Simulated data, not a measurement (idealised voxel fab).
Process module heading - voxel ribs on slabs
The figure presents cross-section cut, which has a width of 270 nm and is divided into square cells with an edge length of 5 nm.
Cross-section layout: square cells on a grid; listed as bands, top to bottom; a band spans one or more cell rows. Look at the band entry: it leads with the top's height and the bottom's height in nm. Then it lists the materials left to right, with a width in nm for each. The word "full width" on a single material says that material fills the band edge to edge. The word "blank" is empty space. Where do heights start? At 0: under that level the wafer as delivered is made of one material only. And the lowest band has no floor; it just carries on downward, as in "0 -> down". A width such as "30->40" changes by the same amount from each row of cells to the next, from the band's top row to its bottom row. "changes: none" -> step changed no cross-section cell. "Fully sealed voids" - sealed voids, min. 8 cells, no opening to top; format: width x height at distance (distance from left edge; nm throughout). Text after the settings on a step's line: the simulator's own remark on that step. For masked steps, "overlay nm" on the step line gives how far right of plan the mask actually lay; a minus sign means it lay to the left.
-- Listed below are the process steps as planned
1 RECEIVE, material Si
2 DIRECTIONAL_DEP, material SiO2, thk nm 25
3 DIRECTIONAL_DEP, material polySi, thk nm 15
4 MASKED_ETCH, tone cover, mask id RIB, width nm 15, etch materials polySi, depth nm 5, overlay nm 0
5 MASKED_ETCH, tone cover, mask id SLAB, width nm 80, etch materials polySi, depth nm 10, overlay nm 0
6 FILL_DEP, material SiO2, thk nm 15
7 CMP, height nm 50
8 DIRECTIONAL_DEP, material TiN, thk nm 10
9 DIRECTIONAL_DEP, material aC, thk nm 10
10 PATTERN, tone cover, mask id HEATER, material resist, width nm 30, thk nm 25, overlay nm 0
11 DIRECTIONAL_ETCH, etch materials aC, depth nm 10
12 STRIP, etch materials resist
13 DIRECTIONAL_ETCH, etch materials TiN, depth nm 10
14 STRIP, etch materials aC
15 CONFORMAL_DEP, material SiN, thk nm 5
Same starting wafers, different width nm at step 4. Plan value belongs to the first wafer.
-- Cross-section, first of several wafers, as delivered after step 1
  0 -> down  Si full width
  Fully sealed voids: none
-- first wafer at the end, after step 15
  65 -> 60  115 of blank | 40 of SiN | 115 of blank
  60 -> 55  115 of blank | 5 of SiN | 30 of TiN | 5 of SiN | 115 of blank
  55 -> 50  120 of SiN | 30 of TiN | 120 of SiN
  50 -> 40  SiO2 full width
  40 -> 35  130 of SiO2 | 15 of polySi | 125 of SiO2
  35 -> 25  95 of SiO2 | 80 of polySi | 95 of SiO2
  25 -> 0  SiO2 full width
  0 -> down  Si full width
  Fully sealed voids: none
-- The module's end: a cross-section of the last wafer
  65 -> 60  115 of blank | 40 of SiN | 115 of blank
  60 -> 55  115 of blank | 5 of SiN | 30 of TiN | 5 of SiN | 115 of blank
  55 -> 50  120 of SiN | 30 of TiN | 120 of SiN
  50 -> 40  SiO2 full width
  40 -> 35  120 of SiO2 | 35 of polySi | 115 of SiO2
  35 -> 25  95 of SiO2 | 80 of polySi | 95 of SiO2
  25 -> 0  SiO2 full width
  0 -> down  Si full width
  Fully sealed voids: none
-- Every row in this table is a wafer at the end of the module, and it gives, for each of the materials, the cells that wafer has gained (+) or lost (-) since it was received, then its closed voids
width nm 15; +58 SiN; +505 SiO2; +12 TiN; +35 polySi; Fully sealed voids: none
width nm 20; +58 SiN; +504 SiO2; +12 TiN; +36 polySi; Fully sealed voids: none
width nm 25; +58 SiN; +503 SiO2; +12 TiN; +37 polySi; Fully sealed voids: none
width nm 30; +58 SiN; +502 SiO2; +12 TiN; +38 polySi; Fully sealed voids: none
width nm 35; +58 SiN; +501 SiO2; +12 TiN; +39 polySi; Fully sealed voids: none
